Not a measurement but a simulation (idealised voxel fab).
process module | voxel transistor to metal
cross-section cut | 140 nm wide | cells 5 nm
A cross-section is a grid of square cells, given in bands from the top down. A band is one or more rows of cells.
Each band's line starts with the height of the band's top and of its bottom, in nm. Then come its materials from left to right, each with its width in nm. One material with "throughout" fills the band from edge to edge. "air" is empty space.
Height 0 is the level under which the wafer as received is all one material. The lowest band goes on downwards, as in "0 down".
A width such as "30 to 40" changes by the same amount from each row of cells to the next, from the band's top row to its bottom row.
"no change" after a step means that no cell of the cross-section changed.
closed voids: empty space of 8 cells or more with no open way to the top, each as width x height at its distance from the left edge, in nm
after a step's settings: what the simulator itself notes on the step
overlay nm, on a step with a mask: how far to the right of its planned place the mask lay; to the left if negative
plan
1 op RECEIVE | material Si
2 op OXIDIZE | depth nm 5
3 op CONFORMAL_DEP | material SiN | thk nm 15
4 op MASKED_ETCH | tone cover | mask id ACTIVE | width nm 110 | etch materials SiN | depth nm 15 | overlay nm 0
5 op MASKED_ETCH | tone cover | mask id ACTIVE | width nm 110 | etch materials SiO2 | depth nm 5 | overlay nm 0
6 op MASKED_ETCH | tone cover | mask id ACTIVE | width nm 110 | etch materials Si | depth nm 35 | overlay nm 0
7 op FILL_DEP | material SiO2 | thk nm 5
8 op CMP | height nm 15
9 op SELECTIVE_ETCH | etch materials SiO2 | depth nm 10
10 op STRIP | etch materials SiN
11 op SELECTIVE_ETCH | etch materials SiO2 | depth nm 5
12 op OXIDIZE | depth nm 5
13 op DIRECTIONAL_DEP | material polySi | thk nm 30
14 op DIRECTIONAL_DEP | material SiCN | thk nm 15
15 op DIRECTIONAL_DEP | material aC | thk nm 10
16 op PATTERN | tone cover | mask id GATE | material resist | width nm 20 | thk nm 25 | overlay nm 0
17 op DIRECTIONAL_ETCH | etch materials aC | depth nm 10
18 op STRIP | etch materials resist
19 op DIRECTIONAL_ETCH | etch materials SiCN | depth nm 25
20 op DIRECTIONAL_ETCH | etch materials polySi | depth nm 40
21 op STRIP | etch materials aC
22 op CONFORMAL_DEP | material SiO2 | thk nm 5
23 op DIRECTIONAL_ETCH | etch materials SiO2 | depth nm 5
24 op CONFORMAL_DEP | material SiN | thk nm 5
25 op DIRECTIONAL_ETCH | etch materials SiN | depth nm 5
26 op DIRECTIONAL_ETCH | etch materials SiO2 | depth nm 5
27 op DIRECTIONAL_ETCH | etch materials Si | depth nm 10
28 op EPI | material SiGe | thk nm 15
29 op FILL_DEP | material SiO2 | thk nm 5
30 op CMP | height nm 40
31 op DIRECTIONAL_DEP | material SiO2 | thk nm 15
32 op DIRECTIONAL_DEP | material aC | thk nm 15
33 op PATTERN | tone open | mask id CONTACT | material resist | width nm 20 | pitch nm 80 | thk nm 30 | overlay nm 0
34 op DIRECTIONAL_ETCH | etch materials aC | depth nm 15
35 op STRIP | etch materials resist
36 op DIRECTIONAL_ETCH | etch materials SiO2 | depth nm 50
37 op STRIP | etch materials aC
38 op CONFORMAL_DEP | material TiN | thk nm 5
39 op FILL_DEP | material Ru | thk nm 10
40 op CMP | height nm 55
41 op CONFORMAL_DEP | material SiCN | thk nm 5
42 op DIRECTIONAL_DEP | material SiO2 | thk nm 15
43 op DIRECTIONAL_DEP | material aC | thk nm 15
44 op PATTERN | tone open | mask id METAL_1 | material resist | width nm 20 | pitch nm 80 | thk nm 35 | overlay nm 0
45 op DIRECTIONAL_ETCH | etch materials aC | depth nm 15
46 op STRIP | etch materials resist
47 op DIRECTIONAL_ETCH | etch materials SiO2 | depth nm 15
48 op DIRECTIONAL_ETCH | etch materials SiCN | depth nm 5
49 op STRIP | etch materials aC
50 op CONFORMAL_DEP | material TiN | thk nm 5
51 op FILL_DEP | material W | thk nm 10
52 op CMP | height nm 75
53 op CONFORMAL_DEP | material SiCN | thk nm 5
first wafer, as planned
as received, after step 1
  0 down: Si throughout
  closed voids: none
after step 2
  0 to -5: SiO2 throughout
  below -5: unchanged
after step 3
  15 to 0: SiN throughout
  below 0: unchanged
after step 4
  15 to 0: air 15 | SiN 110 | air 15
  below 0: unchanged
after step 5
  15 to 0: air 15 | SiN 110 | air 15
  0 to -5: air 15 | SiO2 110 | air 15
  below -5: unchanged
after step 6
  15 to 0: air 15 | SiN 110 | air 15
  0 to -5: air 15 | SiO2 110 | air 15
  -5 to -40: air 15 | Si 110 | air 15
  below -40: unchanged
after step 7
  20 to 15: SiO2 throughout
  15 to 0: SiO2 15 | SiN 110 | SiO2 15
  0 to -5: SiO2 throughout
  -5 to -40: SiO2 15 | Si 110 | SiO2 15
  below -40: unchanged
after step 8
  15 to 0: SiO2 15 | SiN 110 | SiO2 15
  below 0: unchanged
after step 9
  15 to 5: air 15 | SiN 110 | air 15
  below 5: unchanged
after step 10
  5 to 0: SiO2 15 | air 110 | SiO2 15
  below 0: unchanged
after step 11
  0 to -5: SiO2 10 | air 120 | SiO2 10
  below -5: unchanged
after step 12
  0 to -5: SiO2 10 | air 120 | SiO2 10
  -5 to -10: SiO2 throughout
  below -10: unchanged
after step 13
  30 to 25: polySi 10 | air 120 | polySi 10
  25 to 0: polySi throughout
  0 to -5: SiO2 10 | polySi 120 | SiO2 10
  below -5: unchanged
after step 14
  45 to 40: SiCN 10 | air 120 | SiCN 10
  40 to 30: SiCN throughout
  30 to 25: polySi 10 | SiCN 120 | polySi 10
  below 25: unchanged
after step 15
  55 to 50: aC 10 | air 120 | aC 10
  50 to 45: aC throughout
  45 to 40: SiCN 10 | aC 120 | SiCN 10
  below 40: unchanged
after step 16
  80 to 55: air 60 | resist 20 | air 60
  55 to 50: aC 10 | air 50 | resist 20 | air 50 | aC 10
  below 50: unchanged
after step 17
  70 to 50: air 60 | resist 20 | air 60
  50 to 45: air 60 | aC 20 | air 60
  45 to 40: SiCN 10 | air 50 | aC 20 | air 50 | SiCN 10
  below 40: unchanged
after step 18
  50 to 45: air 60 | aC 20 | air 60
  below 45: unchanged
after step 19
  50 to 40: air 60 | aC 20 | air 60
  40 to 30: air 60 | SiCN 20 | air 60
  30 to 25: polySi 10 | air 50 | SiCN 20 | air 50 | polySi 10
  below 25: unchanged
after step 20
  50 to 40: air 60 | aC 20 | air 60
  40 to 25: air 60 | SiCN 20 | air 60
  25 to 0: air 60 | polySi 20 | air 60
  0 to -5: SiO2 10 | air 50 | polySi 20 | air 50 | SiO2 10
  below -5: unchanged
after step 21
  40 to 25: air 60 | SiCN 20 | air 60
  below 25: unchanged
after step 22
  45 to 40: air 55 | SiO2 30 | air 55
  40 to 25: air 55 | SiO2 5 | SiCN 20 | SiO2 5 | air 55
  25 to 5: air 55 | SiO2 5 | polySi 20 | SiO2 5 | air 55
  5 to 0: SiO2 15 | air 40 | SiO2 5 | polySi 20 | SiO2 5 | air 40 | SiO2 15
  0 to -5: SiO2 60 | polySi 20 | SiO2 60
  below -5: unchanged
after step 23
  40 to 25: air 55 | SiO2 5 | SiCN 20 | SiO2 5 | air 55
  25 to 0: air 55 | SiO2 5 | polySi 20 | SiO2 5 | air 55
  0 to -5: SiO2 15 | air 40 | SiO2 5 | polySi 20 | SiO2 5 | air 40 | SiO2 15
  below -5: unchanged
after step 24
  45 to 40: air 50 | SiN 40 | air 50
  40 to 25: air 50 | SiN 5 | SiO2 5 | SiCN 20 | SiO2 5 | SiN 5 | air 50
  25 to 5: air 50 | SiN 5 | SiO2 5 | polySi 20 | SiO2 5 | SiN 5 | air 50
  5 to 0: SiN 20 | air 30 | SiN 5 | SiO2 5 | polySi 20 | SiO2 5 | SiN 5 | air 30 | SiN 20
  0 to -5: SiO2 15 | SiN 40 | SiO2 5 | polySi 20 | SiO2 5 | SiN 40 | SiO2 15
  below -5: unchanged
after step 25
  40 to 25: air 50 | SiN 5 | SiO2 5 | SiCN 20 | SiO2 5 | SiN 5 | air 50
  25 to 0: air 50 | SiN 5 | SiO2 5 | polySi 20 | SiO2 5 | SiN 5 | air 50
  0 to -5: SiO2 15 | SiN 5 | air 30 | SiN 5 | SiO2 5 | polySi 20 | SiO2 5 | SiN 5 | air 30 | SiN 5 | SiO2 15
  below -5: unchanged
after step 26
  40 to 35: air 50 | SiN 5 | air 5 | SiCN 20 | air 5 | SiN 5 | air 50
  35 to 25: air 50 | SiN 5 | SiO2 5 | SiCN 20 | SiO2 5 | SiN 5 | air 50
  25 to 0: air 50 | SiN 5 | SiO2 5 | polySi 20 | SiO2 5 | SiN 5 | air 50
  0 to -5: air 15 | SiN 5 | air 30 | SiN 5 | SiO2 5 | polySi 20 | SiO2 5 | SiN 5 | air 30 | SiN 5 | air 15
  -5 to -10: SiO2 20 | air 30 | SiO2 40 | air 30 | SiO2 20
  below -10: unchanged
after step 27
  40 to 35: air 50 | SiN 5 | air 5 | SiCN 20 | air 5 | SiN 5 | air 50
  35 to 25: air 50 | SiN 5 | SiO2 5 | SiCN 20 | SiO2 5 | SiN 5 | air 50
  25 to 0: air 50 | SiN 5 | SiO2 5 | polySi 20 | SiO2 5 | SiN 5 | air 50
  0 to -5: air 15 | SiN 5 | air 30 | SiN 5 | SiO2 5 | polySi 20 | SiO2 5 | SiN 5 | air 30 | SiN 5 | air 15
  -5 to -10: SiO2 20 | air 30 | SiO2 40 | air 30 | SiO2 20
  -10 to -20: SiO2 15 | Si 5 | air 30 | Si 40 | air 30 | Si 5 | SiO2 15
  below -20: unchanged
after step 28
  40 to 35: air 50 | SiN 5 | air 5 | SiCN 20 | air 5 | SiN 5 | air 50
  35 to 25: air 50 | SiN 5 | SiO2 5 | SiCN 20 | SiO2 5 | SiN 5 | air 50
  25 to 5: air 50 | SiN 5 | SiO2 5 | polySi 20 | SiO2 5 | SiN 5 | air 50
  5 to 0: air 15 | SiGe 35 | SiN 5 | SiO2 5 | polySi 20 | SiO2 5 | SiN 5 | SiGe 35 | air 15
  0 to -5: air 15 | SiN 5 | SiGe 30 | SiN 5 | SiO2 5 | polySi 20 | SiO2 5 | SiN 5 | SiGe 30 | SiN 5 | air 15
  -5 to -10: SiO2 20 | SiGe 30 | SiO2 40 | SiGe 30 | SiO2 20
  -10 to -20: SiO2 15 | Si 5 | SiGe 30 | Si 40 | SiGe 30 | Si 5 | SiO2 15
  below -20: unchanged
after step 29
  45 to 40: SiO2 throughout
  40 to 25: SiO2 50 | SiN 5 | SiO2 5 | SiCN 20 | SiO2 5 | SiN 5 | SiO2 50
  25 to 5: SiO2 50 | SiN 5 | SiO2 5 | polySi 20 | SiO2 5 | SiN 5 | SiO2 50
  5 to 0: SiO2 15 | SiGe 35 | SiN 5 | SiO2 5 | polySi 20 | SiO2 5 | SiN 5 | SiGe 35 | SiO2 15
  0 to -5: SiO2 15 | SiN 5 | SiGe 30 | SiN 5 | SiO2 5 | polySi 20 | SiO2 5 | SiN 5 | SiGe 30 | SiN 5 | SiO2 15
  below -5: unchanged
after step 30
  40 to 25: SiO2 50 | SiN 5 | SiO2 5 | SiCN 20 | SiO2 5 | SiN 5 | SiO2 50
  below 25: unchanged
after step 31
  55 to 40: SiO2 throughout
  below 40: unchanged
after step 32
  70 to 55: aC throughout
  below 55: unchanged
after step 33
  100 to 70: resist 20 | air 20 | resist 60 | air 20 | resist 20
  below 70: unchanged
after step 34
  85 to 70: resist 20 | air 20 | resist 60 | air 20 | resist 20
  70 to 55: aC 20 | air 20 | aC 60 | air 20 | aC 20
  below 55: unchanged
after step 35
  70 to 55: aC 20 | air 20 | aC 60 | air 20 | aC 20
  below 55: unchanged
after step 36
  70 to 55: aC 20 | air 20 | aC 60 | air 20 | aC 20
  55 to 40: SiO2 20 | air 20 | SiO2 60 | air 20 | SiO2 20
  40 to 25: SiO2 20 | air 20 | SiO2 10 | SiN 5 | SiO2 5 | SiCN 20 | SiO2 5 | SiN 5 | SiO2 10 | air 20 | SiO2 20
  25 to 5: SiO2 20 | air 20 | SiO2 10 | SiN 5 | SiO2 5 | polySi 20 | SiO2 5 | SiN 5 | SiO2 10 | air 20 | SiO2 20
  below 5: unchanged
after step 37
  55 to 40: SiO2 20 | air 20 | SiO2 60 | air 20 | SiO2 20
  below 40: unchanged
after step 38
  60 to 55: TiN 25 | air 10 | TiN 70 | air 10 | TiN 25
  55 to 40: SiO2 20 | TiN 5 | air 10 | TiN 5 | SiO2 60 | TiN 5 | air 10 | TiN 5 | SiO2 20
  40 to 25: SiO2 20 | TiN 5 | air 10 | TiN 5 | SiO2 10 | SiN 5 | SiO2 5 | SiCN 20 | SiO2 5 | SiN 5 | SiO2 10 | TiN 5 | air 10 | TiN 5 | SiO2 20
  25 to 10: SiO2 20 | TiN 5 | air 10 | TiN 5 | SiO2 10 | SiN 5 | SiO2 5 | polySi 20 | SiO2 5 | SiN 5 | SiO2 10 | TiN 5 | air 10 | TiN 5 | SiO2 20
  10 to 5: SiO2 20 | TiN 20 | SiO2 10 | SiN 5 | SiO2 5 | polySi 20 | SiO2 5 | SiN 5 | SiO2 10 | TiN 20 | SiO2 20
  below 5: unchanged
after step 39
  70 to 60: Ru throughout
  60 to 55: TiN 25 | Ru 10 | TiN 70 | Ru 10 | TiN 25
  55 to 40: SiO2 20 | TiN 5 | Ru 10 | TiN 5 | SiO2 60 | TiN 5 | Ru 10 | TiN 5 | SiO2 20
  40 to 25: SiO2 20 | TiN 5 | Ru 10 | TiN 5 | SiO2 10 | SiN 5 | SiO2 5 | SiCN 20 | SiO2 5 | SiN 5 | SiO2 10 | TiN 5 | Ru 10 | TiN 5 | SiO2 20
  25 to 10: SiO2 20 | TiN 5 | Ru 10 | TiN 5 | SiO2 10 | SiN 5 | SiO2 5 | polySi 20 | SiO2 5 | SiN 5 | SiO2 10 | TiN 5 | Ru 10 | TiN 5 | SiO2 20
  below 10: unchanged
after step 40
  55 to 40: SiO2 20 | TiN 5 | Ru 10 | TiN 5 | SiO2 60 | TiN 5 | Ru 10 | TiN 5 | SiO2 20
  below 40: unchanged
after step 41
  60 to 55: SiCN throughout
  below 55: unchanged
after step 42
  75 to 60: SiO2 throughout
  below 60: unchanged
after step 43
  90 to 75: aC throughout
  below 75: unchanged
after step 44
  125 to 90: resist 20 | air 20 | resist 60 | air 20 | resist 20
  below 90: unchanged
after step 45
  110 to 90: resist 20 | air 20 | resist 60 | air 20 | resist 20
  90 to 75: aC 20 | air 20 | aC 60 | air 20 | aC 20
  below 75: unchanged
after step 46
  90 to 75: aC 20 | air 20 | aC 60 | air 20 | aC 20
  below 75: unchanged
after step 47
  90 to 75: aC 20 | air 20 | aC 60 | air 20 | aC 20
  75 to 60: SiO2 20 | air 20 | SiO2 60 | air 20 | SiO2 20
  below 60: unchanged
after step 48
  90 to 75: aC 20 | air 20 | aC 60 | air 20 | aC 20
  75 to 60: SiO2 20 | air 20 | SiO2 60 | air 20 | SiO2 20
  60 to 55: SiCN 20 | air 20 | SiCN 60 | air 20 | SiCN 20
  below 55: unchanged
after step 49
  75 to 60: SiO2 20 | air 20 | SiO2 60 | air 20 | SiO2 20
  below 60: unchanged
after step 50
  80 to 75: TiN 25 | air 10 | TiN 70 | air 10 | TiN 25
  75 to 60: SiO2 20 | TiN 5 | air 10 | TiN 5 | SiO2 60 | TiN 5 | air 10 | TiN 5 | SiO2 20
  60 to 55: SiCN 20 | TiN 20 | SiCN 60 | TiN 20 | SiCN 20
  below 55: unchanged
after step 51
  90 to 80: W throughout
  80 to 75: TiN 25 | W 10 | TiN 70 | W 10 | TiN 25
  75 to 60: SiO2 20 | TiN 5 | W 10 | TiN 5 | SiO2 60 | TiN 5 | W 10 | TiN 5 | SiO2 20
  below 60: unchanged
after step 52
  75 to 60: SiO2 20 | TiN 5 | W 10 | TiN 5 | SiO2 60 | TiN 5 | W 10 | TiN 5 | SiO2 20
  below 60: unchanged
after step 53
  80 to 75: SiCN throughout
  below 75: unchanged
second wafer: like start, like plan, one mistake. Through step 3 it matches the first wafer
when step 4 should have ended
  15 to 0: air 20 | SiN 105 | air 15
  below 0: unchanged
when step 5 should have ended
  15 to 0: air 20 | SiN 105 | air 15
  0 to -5: air 15 | SiO2 110 | air 15
  below -5: unchanged
when step 6 should have ended
  15 to 0: air 20 | SiN 105 | air 15
  0 to -5: air 15 | SiO2 110 | air 15
  -5 to -40: air 15 | Si 110 | air 15
  below -40: unchanged
when step 7 should have ended
  20 to 15: SiO2 throughout
  15 to 0: SiO2 20 | SiN 105 | SiO2 15
  0 to -5: SiO2 throughout
  -5 to -40: SiO2 15 | Si 110 | SiO2 15
  below -40: unchanged
when step 8 should have ended
  15 to 0: SiO2 20 | SiN 105 | SiO2 15
  below 0: unchanged
when step 9 should have ended
  15 to 5: air 20 | SiN 105 | air 15
  below 5: unchanged
when step 10 should have ended
  5 to 0: SiO2 20 | air 105 | SiO2 15
  below 0: unchanged
when step 11 should have ended
  0 to -5: SiO2 15 | air 115 | SiO2 10
  below -5: unchanged
when step 12 should have ended
  0 to -5: SiO2 15 | air 115 | SiO2 10
  -5 to -10: SiO2 throughout
  below -10: unchanged
when step 13 should have ended
  30 to 25: polySi 15 | air 115 | polySi 10
  25 to 0: polySi throughout
  0 to -5: SiO2 15 | polySi 115 | SiO2 10
  below -5: unchanged
when step 14 should have ended
  45 to 40: SiCN 15 | air 115 | SiCN 10
  40 to 30: SiCN throughout
  30 to 25: polySi 15 | SiCN 115 | polySi 10
  below 25: unchanged
when step 15 should have ended
  55 to 50: aC 15 | air 115 | aC 10
  50 to 45: aC throughout
  45 to 40: SiCN 15 | aC 115 | SiCN 10
  below 40: unchanged
when step 16 should have ended
  80 to 55: air 60 | resist 20 | air 60
  55 to 50: aC 15 | air 45 | resist 20 | air 50 | aC 10
  below 50: unchanged
when step 17 should have ended
  70 to 50: air 60 | resist 20 | air 60
  50 to 45: air 60 | aC 20 | air 60
  45 to 40: SiCN 15 | air 45 | aC 20 | air 50 | SiCN 10
  below 40: unchanged
when step 18 should have ended
  50 to 45: air 60 | aC 20 | air 60
  below 45: unchanged
when step 19 should have ended
  50 to 40: air 60 | aC 20 | air 60
  40 to 30: air 60 | SiCN 20 | air 60
  30 to 25: polySi 15 | air 45 | SiCN 20 | air 50 | polySi 10
  below 25: unchanged
when step 20 should have ended
  50 to 40: air 60 | aC 20 | air 60
  40 to 25: air 60 | SiCN 20 | air 60
  25 to 0: air 60 | polySi 20 | air 60
  0 to -5: SiO2 15 | air 45 | polySi 20 | air 50 | SiO2 10
  below -5: unchanged
when step 21 should have ended
  40 to 25: air 60 | SiCN 20 | air 60
  below 25: unchanged
when step 22 should have ended
  45 to 40: air 55 | SiO2 30 | air 55
  40 to 25: air 55 | SiO2 5 | SiCN 20 | SiO2 5 | air 55
  25 to 5: air 55 | SiO2 5 | polySi 20 | SiO2 5 | air 55
  5 to 0: SiO2 20 | air 35 | SiO2 5 | polySi 20 | SiO2 5 | air 40 | SiO2 15
  0 to -5: SiO2 60 | polySi 20 | SiO2 60
  below -5: unchanged
when step 23 should have ended
  40 to 25: air 55 | SiO2 5 | SiCN 20 | SiO2 5 | air 55
  25 to 0: air 55 | SiO2 5 | polySi 20 | SiO2 5 | air 55
  0 to -5: SiO2 20 | air 35 | SiO2 5 | polySi 20 | SiO2 5 | air 40 | SiO2 15
  below -5: unchanged
when step 24 should have ended
  45 to 40: air 50 | SiN 40 | air 50
  40 to 25: air 50 | SiN 5 | SiO2 5 | SiCN 20 | SiO2 5 | SiN 5 | air 50
  25 to 5: air 50 | SiN 5 | SiO2 5 | polySi 20 | SiO2 5 | SiN 5 | air 50
  5 to 0: SiN 25 | air 25 | SiN 5 | SiO2 5 | polySi 20 | SiO2 5 | SiN 5 | air 30 | SiN 20
  0 to -5: SiO2 20 | SiN 35 | SiO2 5 | polySi 20 | SiO2 5 | SiN 40 | SiO2 15
  below -5: unchanged
when step 25 should have ended
  40 to 25: air 50 | SiN 5 | SiO2 5 | SiCN 20 | SiO2 5 | SiN 5 | air 50
  25 to 0: air 50 | SiN 5 | SiO2 5 | polySi 20 | SiO2 5 | SiN 5 | air 50
  0 to -5: SiO2 20 | SiN 5 | air 25 | SiN 5 | SiO2 5 | polySi 20 | SiO2 5 | SiN 5 | air 30 | SiN 5 | SiO2 15
  below -5: unchanged
when step 26 should have ended
  40 to 35: air 50 | SiN 5 | air 5 | SiCN 20 | air 5 | SiN 5 | air 50
  35 to 25: air 50 | SiN 5 | SiO2 5 | SiCN 20 | SiO2 5 | SiN 5 | air 50
  25 to 0: air 50 | SiN 5 | SiO2 5 | polySi 20 | SiO2 5 | SiN 5 | air 50
  0 to -5: air 20 | SiN 5 | air 25 | SiN 5 | SiO2 5 | polySi 20 | SiO2 5 | SiN 5 | air 30 | SiN 5 | air 15
  -5 to -10: SiO2 25 | air 25 | SiO2 40 | air 30 | SiO2 20
  below -10: unchanged
when step 27 should have ended
  40 to 35: air 50 | SiN 5 | air 5 | SiCN 20 | air 5 | SiN 5 | air 50
  35 to 25: air 50 | SiN 5 | SiO2 5 | SiCN 20 | SiO2 5 | SiN 5 | air 50
  25 to 0: air 50 | SiN 5 | SiO2 5 | polySi 20 | SiO2 5 | SiN 5 | air 50
  0 to -5: air 20 | SiN 5 | air 25 | SiN 5 | SiO2 5 | polySi 20 | SiO2 5 | SiN 5 | air 30 | SiN 5 | air 15
  -5 to -10: SiO2 25 | air 25 | SiO2 40 | air 30 | SiO2 20
  -10 to -20: SiO2 15 | Si 10 | air 25 | Si 40 | air 30 | Si 5 | SiO2 15
  below -20: unchanged
when step 28 should have ended
  40 to 35: air 50 | SiN 5 | air 5 | SiCN 20 | air 5 | SiN 5 | air 50
  35 to 25: air 50 | SiN 5 | SiO2 5 | SiCN 20 | SiO2 5 | SiN 5 | air 50
  25 to 5: air 50 | SiN 5 | SiO2 5 | polySi 20 | SiO2 5 | SiN 5 | air 50
  5 to 0: air 20 | SiGe 30 | SiN 5 | SiO2 5 | polySi 20 | SiO2 5 | SiN 5 | SiGe 35 | air 15
  0 to -5: air 20 | SiN 5 | SiGe 25 | SiN 5 | SiO2 5 | polySi 20 | SiO2 5 | SiN 5 | SiGe 30 | SiN 5 | air 15
  -5 to -10: SiO2 25 | SiGe 25 | SiO2 40 | SiGe 30 | SiO2 20
  -10 to -20: SiO2 15 | Si 10 | SiGe 25 | Si 40 | SiGe 30 | Si 5 | SiO2 15
  below -20: unchanged
when step 29 should have ended
  45 to 40: SiO2 throughout
  40 to 25: SiO2 50 | SiN 5 | SiO2 5 | SiCN 20 | SiO2 5 | SiN 5 | SiO2 50
  25 to 5: SiO2 50 | SiN 5 | SiO2 5 | polySi 20 | SiO2 5 | SiN 5 | SiO2 50
  5 to 0: SiO2 20 | SiGe 30 | SiN 5 | SiO2 5 | polySi 20 | SiO2 5 | SiN 5 | SiGe 35 | SiO2 15
  0 to -5: SiO2 20 | SiN 5 | SiGe 25 | SiN 5 | SiO2 5 | polySi 20 | SiO2 5 | SiN 5 | SiGe 30 | SiN 5 | SiO2 15
  below -5: unchanged
when step 30 should have ended
  40 to 25: SiO2 50 | SiN 5 | SiO2 5 | SiCN 20 | SiO2 5 | SiN 5 | SiO2 50
  below 25: unchanged
when step 31 should have ended
  55 to 40: SiO2 throughout
  below 40: unchanged
when step 32 should have ended
  70 to 55: aC throughout
  below 55: unchanged
when step 33 should have ended
  100 to 70: resist 20 | air 20 | resist 60 | air 20 | resist 20
  below 70: unchanged
when step 34 should have ended
  85 to 70: resist 20 | air 20 | resist 60 | air 20 | resist 20
  70 to 55: aC 20 | air 20 | aC 60 | air 20 | aC 20
  below 55: unchanged
when step 35 should have ended
  70 to 55: aC 20 | air 20 | aC 60 | air 20 | aC 20
  below 55: unchanged
when step 36 should have ended
  70 to 55: aC 20 | air 20 | aC 60 | air 20 | aC 20
  55 to 40: SiO2 20 | air 20 | SiO2 60 | air 20 | SiO2 20
  40 to 25: SiO2 20 | air 20 | SiO2 10 | SiN 5 | SiO2 5 | SiCN 20 | SiO2 5 | SiN 5 | SiO2 10 | air 20 | SiO2 20
  25 to 5: SiO2 20 | air 20 | SiO2 10 | SiN 5 | SiO2 5 | polySi 20 | SiO2 5 | SiN 5 | SiO2 10 | air 20 | SiO2 20
  below 5: unchanged
when step 37 should have ended
  55 to 40: SiO2 20 | air 20 | SiO2 60 | air 20 | SiO2 20
  below 40: unchanged
when step 38 should have ended
  60 to 55: TiN 25 | air 10 | TiN 70 | air 10 | TiN 25
  55 to 40: SiO2 20 | TiN 5 | air 10 | TiN 5 | SiO2 60 | TiN 5 | air 10 | TiN 5 | SiO2 20
  40 to 25: SiO2 20 | TiN 5 | air 10 | TiN 5 | SiO2 10 | SiN 5 | SiO2 5 | SiCN 20 | SiO2 5 | SiN 5 | SiO2 10 | TiN 5 | air 10 | TiN 5 | SiO2 20
  25 to 10: SiO2 20 | TiN 5 | air 10 | TiN 5 | SiO2 10 | SiN 5 | SiO2 5 | polySi 20 | SiO2 5 | SiN 5 | SiO2 10 | TiN 5 | air 10 | TiN 5 | SiO2 20
  10 to 5: SiO2 20 | TiN 20 | SiO2 10 | SiN 5 | SiO2 5 | polySi 20 | SiO2 5 | SiN 5 | SiO2 10 | TiN 20 | SiO2 20
  below 5: unchanged
when step 39 should have ended
  70 to 60: Ru throughout
  60 to 55: TiN 25 | Ru 10 | TiN 70 | Ru 10 | TiN 25
  55 to 40: SiO2 20 | TiN 5 | Ru 10 | TiN 5 | SiO2 60 | TiN 5 | Ru 10 | TiN 5 | SiO2 20
  40 to 25: SiO2 20 | TiN 5 | Ru 10 | TiN 5 | SiO2 10 | SiN 5 | SiO2 5 | SiCN 20 | SiO2 5 | SiN 5 | SiO2 10 | TiN 5 | Ru 10 | TiN 5 | SiO2 20
  25 to 10: SiO2 20 | TiN 5 | Ru 10 | TiN 5 | SiO2 10 | SiN 5 | SiO2 5 | polySi 20 | SiO2 5 | SiN 5 | SiO2 10 | TiN 5 | Ru 10 | TiN 5 | SiO2 20
  below 10: unchanged
when step 40 should have ended
  55 to 40: SiO2 20 | TiN 5 | Ru 10 | TiN 5 | SiO2 60 | TiN 5 | Ru 10 | TiN 5 | SiO2 20
  below 40: unchanged
when step 41 should have ended
  60 to 55: SiCN throughout
  below 55: unchanged
when step 42 should have ended
  75 to 60: SiO2 throughout
  below 60: unchanged
when step 43 should have ended
  90 to 75: aC throughout
  below 75: unchanged
when step 44 should have ended
  125 to 90: resist 20 | air 20 | resist 60 | air 20 | resist 20
  below 90: unchanged
when step 45 should have ended
  110 to 90: resist 20 | air 20 | resist 60 | air 20 | resist 20
  90 to 75: aC 20 | air 20 | aC 60 | air 20 | aC 20
  below 75: unchanged
when step 46 should have ended
  90 to 75: aC 20 | air 20 | aC 60 | air 20 | aC 20
  below 75: unchanged
when step 47 should have ended
  90 to 75: aC 20 | air 20 | aC 60 | air 20 | aC 20
  75 to 60: SiO2 20 | air 20 | SiO2 60 | air 20 | SiO2 20
  below 60: unchanged
when step 48 should have ended
  90 to 75: aC 20 | air 20 | aC 60 | air 20 | aC 20
  75 to 60: SiO2 20 | air 20 | SiO2 60 | air 20 | SiO2 20
  60 to 55: SiCN 20 | air 20 | SiCN 60 | air 20 | SiCN 20
  below 55: unchanged
when step 49 should have ended
  75 to 60: SiO2 20 | air 20 | SiO2 60 | air 20 | SiO2 20
  below 60: unchanged
when step 50 should have ended
  80 to 75: TiN 25 | air 10 | TiN 70 | air 10 | TiN 25
  75 to 60: SiO2 20 | TiN 5 | air 10 | TiN 5 | SiO2 60 | TiN 5 | air 10 | TiN 5 | SiO2 20
  60 to 55: SiCN 20 | TiN 20 | SiCN 60 | TiN 20 | SiCN 20
  below 55: unchanged
when step 51 should have ended
  90 to 80: W throughout
  80 to 75: TiN 25 | W 10 | TiN 70 | W 10 | TiN 25
  75 to 60: SiO2 20 | TiN 5 | W 10 | TiN 5 | SiO2 60 | TiN 5 | W 10 | TiN 5 | SiO2 20
  below 60: unchanged
when step 52 should have ended
  75 to 60: SiO2 20 | TiN 5 | W 10 | TiN 5 | SiO2 60 | TiN 5 | W 10 | TiN 5 | SiO2 20
  below 60: unchanged
when step 53 should have ended
  80 to 75: SiCN throughout
  below 75: unchanged
what went wrong: step 4 ran as: op MASKED_ETCH | tone cover | mask id ACTIVE | width nm 105 | etch materials SiN | depth nm 15 | overlay nm 0
at the end the second wafer has, in cells: 2 more of Si | 5 fewer of SiGe | 3 more of SiO2
